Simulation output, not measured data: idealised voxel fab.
Process module heading - voxel capacitor over wiring
Section cut is 225 nm wide and gridded with 5 nm square cells.
Throughout this document, each cross-section is represented as a grid of square cells and is presented as a sequence of bands enumerated from the top downward, where a band comprises one or more rows of cells. The band entry comprises the height of the band's top followed by the height of its bottom, expressed in nm, and subsequently the band's materials from left to right, each stated together with its width in nm. Where a single material is marked with the word "all across", that material fills the band from edge to edge. The word "blank" represents empty space. The reference from which all heights are counted is 0, the level beneath which the as-received wafer is entirely one material; the lowest band, having no lower bound, proceeds downward and is written after the example "0..down". With a width like "30 to 40", each row of cells in the band differs from the next by the same amount, the top row carrying the first number and the bottom row the second. "no alterations made" -> step changed no cross-section cell. Listed in "Sealed void list": every empty space of 8 or more cells without an open way to the top. Form: width x height at distance, the distance being from the left edge, all in nm. Formally, on a step line, whatever follows the settings is a remark that the simulator itself makes on the step. When a step includes a mask, the "overlay nm" setting on its line states how far to the right of its planned place that mask lay, and negative values state how far to the left.

Process steps - plan:
1) RECEIVE,material Si
2) CONFORMAL_DEP,material SiO2,thk nm 15
3) CONFORMAL_DEP,material SiN,thk nm 5
4) DIRECTIONAL_DEP,material SiO2,thk nm 25
5) DIRECTIONAL_DEP,material aC,thk nm 10
6) PATTERN,tone open,mask id METAL_1,material resist,width nm 25,pitch nm 85,thk nm 30,overlay nm 0
7) DIRECTIONAL_ETCH,etch materials aC,depth nm 10
8) STRIP,etch materials resist
9) DIRECTIONAL_ETCH,etch materials SiO2,depth nm 25
10) DIRECTIONAL_ETCH,etch materials SiN,depth nm 5
11) STRIP,etch materials aC
12) CONFORMAL_DEP,material TiN,thk nm 5
13) FILL_DEP,material Ru,thk nm 5
14) CMP,height nm 45
15) EPI,material Ru,thk nm 5
16) FILL_DEP,material SiCN,thk nm 5
17) DIRECTIONAL_DEP,material SiO2,thk nm 15
18) MASKED_ETCH,tone open,mask id PLUG_1,width nm 15,etch materials SiO2,depth nm 15,overlay nm 0
19) MASKED_ETCH,tone open,mask id PLUG_1,width nm 15,etch materials SiCN,depth nm 5,overlay nm 0
20) CONFORMAL_DEP,material TiN,thk nm 5
21) FILL_DEP,material W,thk nm 10
22) CMP,height nm 70
23) DIRECTIONAL_DEP,material TiN,thk nm 10
24) DIRECTIONAL_DEP,material Al2O3,thk nm 5
25) DIRECTIONAL_DEP,material TiN,thk nm 10
26) PATTERN,tone cover,mask id UPPER_PLATE,material resist,width nm 65,thk nm 15,overlay nm 0
27) DIRECTIONAL_ETCH,etch materials TiN,depth nm 10
28) DIRECTIONAL_ETCH,etch materials Al2O3,depth nm 5
29) STRIP,etch materials resist
30) DIRECTIONAL_DEP,material aC,thk nm 15
31) PATTERN,tone cover,mask id LOWER_PLATE,material resist,width nm 75,thk nm 30,overlay nm 0
32) DIRECTIONAL_ETCH,etch materials aC,depth nm 15
33) STRIP,etch materials resist
34) DIRECTIONAL_ETCH,etch materials TiN,depth nm 10
35) STRIP,etch materials aC
36) FILL_DEP,material SiO2,thk nm 15
37) CMP,height nm 105
38) PATTERN,tone open,mask id PLUG_2,material resist,width nm 15,thk nm 20,overlay nm 0
39) DIRECTIONAL_ETCH,etch materials SiO2,depth nm 10
40) STRIP,etch materials resist
41) CONFORMAL_DEP,material TiN,thk nm 5
42) FILL_DEP,material Cu,thk nm 10
43) CMP,height nm 105
44) CONFORMAL_DEP,material SiCN,thk nm 5

Cross-section of the incoming wafer, state after step 1:
> 0..down | Si all across
> Sealed void list: none

Here's the wafer cut in cross-section after the module, started and planned just like above, except one thing was done wrong in the run:
> 110..105 | SiCN all across
> 105..100 | SiO2 (75) | TiN (5) | Cu (5) | TiN (5) | SiO2 (135)
> 100..95 | SiO2 (75) | TiN (15) | SiO2 (135)
> 95..90 | SiO2 all across
> 90..80 | SiO2 (65) | TiN (65) | SiO2 (95)
> 80..75 | SiO2 (65) | Al2O3 (65) | SiO2 (95)
> 75..65 | SiO2 (60) | TiN (75) | SiO2 (90)
> 65..55 | SiO2 (65) | TiN (5) | W (5) | TiN (5) | SiO2 (145)
> 55..50 | SiCN (65) | TiN (15) | SiCN (145)
> 50..45 | SiCN (50) | Ru (35) | SiCN (50) | Ru (35) | SiCN (55)
> 45..20 | SiO2 (55) | TiN (5) | Ru (15) | TiN (5) | SiO2 (60) | TiN (5) | Ru (15) | TiN (5) | SiO2 (60)
> 20..15 | SiN (55) | TiN (25) | SiN (60) | TiN (25) | SiN (60)
> 15..0 | SiO2 all across
> 0..down | Si all across
> Sealed void list: none
Against the plan, the run slipped here: the process deviated at step 22: the operation and settings actually run there were CMP,height nm 65
